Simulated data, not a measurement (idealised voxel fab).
You're looking at the process module voxel air gaps.
Shown is cross-section cut, with a width of 295 nm and square cells of size 5 nm.
A cross-section is written here as square cells arranged in a grid, and it is given in bands from the top down, each band taking up one or more rows of cells.
It is stipulated that each band's entry specify, in nanometres, the height of the top of the band and then that of its bottom, followed by the materials of the band in left-to-right sequence, each together with its width in nanometres. A single material marked by the word "edge to edge" is understood to fill the band from edge to edge; the word "empty" is understood to denote empty space.
Zero point of the height axis is 0; under it, received wafer = one material. Lowest band: continues down indefinitely, "top 0, no bottom".
Note: "30 to 40" means the width goes from the first number (top row of the band) to the second number (bottom row) in equal steps per row of cells.
When a step is marked "nothing got changed", none of the cells in the cross-section changed during that step.
Entry "Completely sealed voids". Content: empty spaces with no open connection to the top, size 8 cells or greater. Each: width x height at distance. Distance: from left edge. Unit: nm.
Read whatever lies past the settings on a step's line as the simulator's own remark about the step.
The line of a step may include "overlay nm". On a step with a mask, this value is how far to the right of its planned place the mask lay. A negative value means the mask lay to the left.
Steps in the process plan
1) RECEIVE,material Si
2) CONFORMAL_DEP,material SiO2,thk nm 15
3) CONFORMAL_DEP,material SiCN,thk nm 5
4) DIRECTIONAL_DEP,material SiO2,thk nm 40
5) DIRECTIONAL_DEP,material aC,thk nm 10
6) PATTERN,tone open,mask id LINES,material resist,width nm 15,pitch nm 45,thk nm 30,overlay nm 0
7) DIRECTIONAL_ETCH,etch materials aC,depth nm 10
8) STRIP,etch materials resist
9) DIRECTIONAL_ETCH,etch materials SiO2,depth nm 40
10) STRIP,etch materials aC
11) CONFORMAL_DEP,material TiN,thk nm 5
12) FILL_DEP,material W,thk nm 5
13) CMP,height nm 60
14) EPI,material Ru,thk nm 10
15) SELECTIVE_ETCH,etch materials SiO2,depth nm 50
16) CONFORMAL_DEP,material SiCN,thk nm 5
As received (post step 1): cross-section
	top 0, no bottom = Si edge to edge
	Completely sealed voids: none
Here's the cross-section of the first of our two wafers at the end of the module - it ran as planned
	top 75, bottom 70 = empty 80, SiCN 135, empty 80
	top 70, bottom 60 = empty 80, SiCN 5, Ru 35, SiCN 10, Ru 35, SiCN 10, Ru 35, SiCN 5, empty 80
	top 60, bottom 55 = empty 80, SiCN 15, TiN 5, W 5, TiN 5, SiCN 30, TiN 5, W 5, TiN 5, SiCN 30, TiN 5, W 5, TiN 5, SiCN 15, empty 80
	top 55, bottom 25 = empty 90, SiCN 5, TiN 5, W 5, TiN 5, SiCN 5, empty 20, SiCN 5, TiN 5, W 5, TiN 5, SiCN 5, empty 20, SiCN 5, TiN 5, W 5, TiN 5, SiCN 5, empty 90
	top 25, bottom 20 = SiCN 95, TiN 15, SiCN 30, TiN 15, SiCN 30, TiN 15, SiCN 95
	top 20, bottom 15 = SiCN edge to edge
	top 15, bottom 0 = SiO2 edge to edge
	top 0, no bottom = Si edge to edge
	Completely sealed voids: 20 x 30 at 115; 20 x 30 at 160
Wafer two cross-section, module end. Start and plan unchanged from wafer one; one mistake made during the run
	top 75, bottom 70 = SiCN edge to edge
	top 70, bottom 60 = Ru edge to edge
	top 60, bottom 25 = W 90, TiN 5, SiO2 15, TiN 5, W 20, TiN 5, SiO2 15, TiN 5, W 20, TiN 5, SiO2 15, TiN 5, W 90
	top 25, bottom 20 = TiN 95, SiO2 15, TiN 30, SiO2 15, TiN 30, SiO2 15, TiN 95
	top 20, bottom 15 = SiCN edge to edge
	top 15, bottom 0 = SiO2 edge to edge
	top 0, no bottom = Si edge to edge
	Completely sealed voids: none
What went wrong in running the wafer? the process deviated at step 6: the operation and settings actually run there were PATTERN,tone cover,mask id LINES,material resist,width nm 15,pitch nm 45,thk nm 30,overlay nm 0
Final difference in cells, second wafer against first, listed per material as more or fewer: +76 Ru; -84 SiCN; +72 SiO2; +41 TiN; +287 W
On completion, 0 closed voids are found in the second wafer, whereas the first wafer has 2.
